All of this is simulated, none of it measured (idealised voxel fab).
process module | voxel capacitor over wiring
cross-section cut | 235 nm wide | cells 5 nm
A cross-section is a grid of square cells, given in bands from the top down. A band is one or more rows of cells.
Each band's line starts with the height of the band's top and of its bottom, in nm. Then come its materials from left to right, each with its width in nm. One material with "throughout" fills the band from edge to edge. "air" is empty space.
Height 0 is the level under which the wafer as received is all one material. The lowest band goes on downwards, as in "0 down".
A width such as "30 to 40" changes by the same amount from each row of cells to the next, from the band's top row to its bottom row.
"no change" after a step means that no cell of the cross-section changed.
closed voids: empty space of 8 cells or more with no open way to the top, each as width x height at its distance from the left edge, in nm
after a step's settings: what the simulator itself notes on the step
overlay nm, on a step with a mask: how far to the right of its planned place the mask lay; to the left if negative
plan
1 op RECEIVE | material Si
2 op CONFORMAL_DEP | material SiO2 | thk nm 15
3 op CONFORMAL_DEP | material SiCN | thk nm 5
4 op DIRECTIONAL_DEP | material SiO2 | thk nm 15
5 op DIRECTIONAL_DEP | material aC | thk nm 10
6 op PATTERN | tone open | mask id METAL_1 | material resist | width nm 30 | pitch nm 95 | thk nm 25 | overlay nm 0
7 op DIRECTIONAL_ETCH | etch materials aC | depth nm 10
8 op STRIP | etch materials resist
9 op DIRECTIONAL_ETCH | etch materials SiO2 | depth nm 15
10 op DIRECTIONAL_ETCH | etch materials SiCN | depth nm 5
11 op STRIP | etch materials aC
12 op CONFORMAL_DEP | material TiN | thk nm 5
13 op FILL_DEP | material Cu | thk nm 5
14 op CMP | height nm 35
15 op CONFORMAL_DEP | material SiCN | thk nm 5
16 op DIRECTIONAL_DEP | material SiO2 | thk nm 15
17 op MASKED_ETCH | tone open | mask id PLUG_1 | width nm 15 | etch materials SiO2 | depth nm 15 | overlay nm 0
18 op MASKED_ETCH | tone open | mask id PLUG_1 | width nm 15 | etch materials SiCN | depth nm 5 | overlay nm 0
19 op CONFORMAL_DEP | material TiN | thk nm 5
20 op FILL_DEP | material Cu | thk nm 10
21 op CMP | height nm 55
22 op DIRECTIONAL_DEP | material TiN | thk nm 10
23 op DIRECTIONAL_DEP | material SiN | thk nm 5
24 op DIRECTIONAL_DEP | material TiN | thk nm 5
25 op PATTERN | tone cover | mask id UPPER_PLATE | material resist | width nm 70 | thk nm 20 | overlay nm 0
26 op DIRECTIONAL_ETCH | etch materials TiN | depth nm 5
27 op DIRECTIONAL_ETCH | etch materials SiN | depth nm 5
28 op STRIP | etch materials resist
29 op PATTERN | tone cover | mask id LOWER_PLATE | material resist | width nm 80 | thk nm 20 | overlay nm 0
30 op DIRECTIONAL_ETCH | etch materials TiN | depth nm 10
31 op STRIP | etch materials resist
32 op FILL_DEP | material SiO2 | thk nm 20
33 op CMP | height nm 90
34 op DIRECTIONAL_DEP | material aC | thk nm 10
35 op PATTERN | tone open | mask id PLUG_2 | material resist | width nm 15 | thk nm 30 | overlay nm 0
36 op DIRECTIONAL_ETCH | etch materials aC | depth nm 10
37 op STRIP | etch materials resist
38 op DIRECTIONAL_ETCH | etch materials SiO2 | depth nm 15
39 op STRIP | etch materials aC
40 op CONFORMAL_DEP | material TiN | thk nm 5
41 op FILL_DEP | material Ru | thk nm 10
42 op CMP | height nm 90
43 op CONFORMAL_DEP | material SiCN | thk nm 5
as received, after step 1
  0 down: Si throughout
  closed voids: none
a wafer at the end: this start, this plan, one mistake
  95 to 90: SiCN throughout
  90 to 80: SiO2 80 | TiN 5 | Ru 5 | TiN 5 | SiO2 140
  80 to 70: SiO2 80 to 70 | TiN 15 to 70 | SiO2 140 to 95
  70 to 65: SiO2 70 | SiN 70 | SiO2 95
  65 to 55: SiO2 65 | TiN 80 | SiO2 90
  55 to 40: SiO2 70 | TiN 5 | Cu 5 | TiN 5 | SiO2 150
  40 to 35: SiCN 70 | TiN 15 | SiCN 150
  35 to 20: SiO2 60 | TiN 5 | Cu 10 | TiN 5 | SiO2 75 | TiN 5 | Cu 10 | TiN 5 | SiO2 60
  20 to 15: SiCN 60 | TiN 20 | SiCN 75 | TiN 20 | SiCN 60
  15 to 0: SiO2 throughout
  0 down: Si throughout
  closed voids: none
what went wrong: step 6 ran as: op PATTERN | tone open | mask id METAL_1 | material resist | width nm 20 | pitch nm 95 | thk nm 25 | overlay nm 0
